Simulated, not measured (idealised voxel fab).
The document below concerns the process module designated voxel trench capacitor.
The cross-section on display is named cut; it measures 240 nm wide, and its cells are 5 nm squares.
In what follows, cross-sections appear as grids of square cells, described through bands that run from the top down, where every band is one or more rows of cells.
Each band's line starts with the height of the band's top and of its bottom, in nm. Then come its materials from left to right, each with its width in nm. One material with "throughout" fills the band from edge to edge. "air" is empty space.
Measure heights from 0. That's the level where, below it, the as-received wafer is all one material. The lowest band is bottomless and extends downward; write it as in "from 0 down".
Note: "30..40" means the width goes from the first number (top row of the band) to the second number (bottom row) in equal steps per row of cells.
Where the words "nothing altered" appear for a step, the cross-section shows no cell changed by that step; every cell remained as before.
Reported under the label "Closed cavity list" are the empty spaces having no open way to the top and comprising 8 cells or more; the notation for each is width x height at distance, in which the distance is measured from the left edge and all three values are in nm.
That trailing text on a step's line, after the settings, is the simulator's own remark on the step.
overlay nm: on a step with a mask, how far right of its planned place the mask lay; negative means left.
# The process steps that were planned are listed below
| 1 | RECEIVE (material Si) |
| 2 | CONFORMAL_DEP (material SiN; thk nm 10) |
| 3 | MASKED_ETCH (tone open; mask id TRENCH; width nm 25; pitch nm 40; etch materials SiN; depth nm 10; overlay nm 0) |
| 4 | MASKED_ETCH (tone open; mask id TRENCH; width nm 25; pitch nm 40; etch materials Si; depth nm 40; overlay nm 0) |
| 5 | CONFORMAL_DEP (material Al2O3; thk nm 5) |
| 6 | FILL_DEP (material polySi; thk nm 10) |
| 7 | CMP (height nm 10) |
# Incoming wafer, cross-sectional view, post step 1
* from 0 down: Si throughout
* Closed cavity list: none
# Figure: cross-sectional view of the wafer upon completion of the module, processed from the initial state and according to the plan depicted above, with one error introduced during execution
* from 10 to 0: 40 of SiN | 5..10 of Al2O3 | 15..10 of polySi | 5 of Al2O3 | 15 of SiN | 5..10 of Al2O3 | 15..10 of polySi | 5 of Al2O3 | 15 of SiN | 5..10 of Al2O3 | 15..10 of polySi | 5 of Al2O3 | 15 of SiN | 5..10 of Al2O3 | 15..10 of polySi | 5 of Al2O3 | 55 of SiN
* from 0 to -35: 45 of Si | 5 of Al2O3 | 10 of polySi | 5 of Al2O3 | 20 of Si | 5 of Al2O3 | 10 of polySi | 5 of Al2O3 | 20 of Si | 5 of Al2O3 | 10 of polySi | 5 of Al2O3 | 20 of Si | 5 of Al2O3 | 10 of polySi | 5 of Al2O3 | 55 of Si
* from -35 to -40: 45 of Si | 20 of Al2O3 | 20 of Si | 20 of Al2O3 | 20 of Si | 20 of Al2O3 | 20 of Si | 20 of Al2O3 | 55 of Si
* from -40 down: Si throughout
* Closed cavity list: none
The mistake made against the process plan was this: for step 3, the planned setting was not used; the step was instead run as MASKED_ETCH (tone open; mask id TRENCH; width nm 25; pitch nm 40; etch materials SiN; depth nm 10; overlay nm -5)
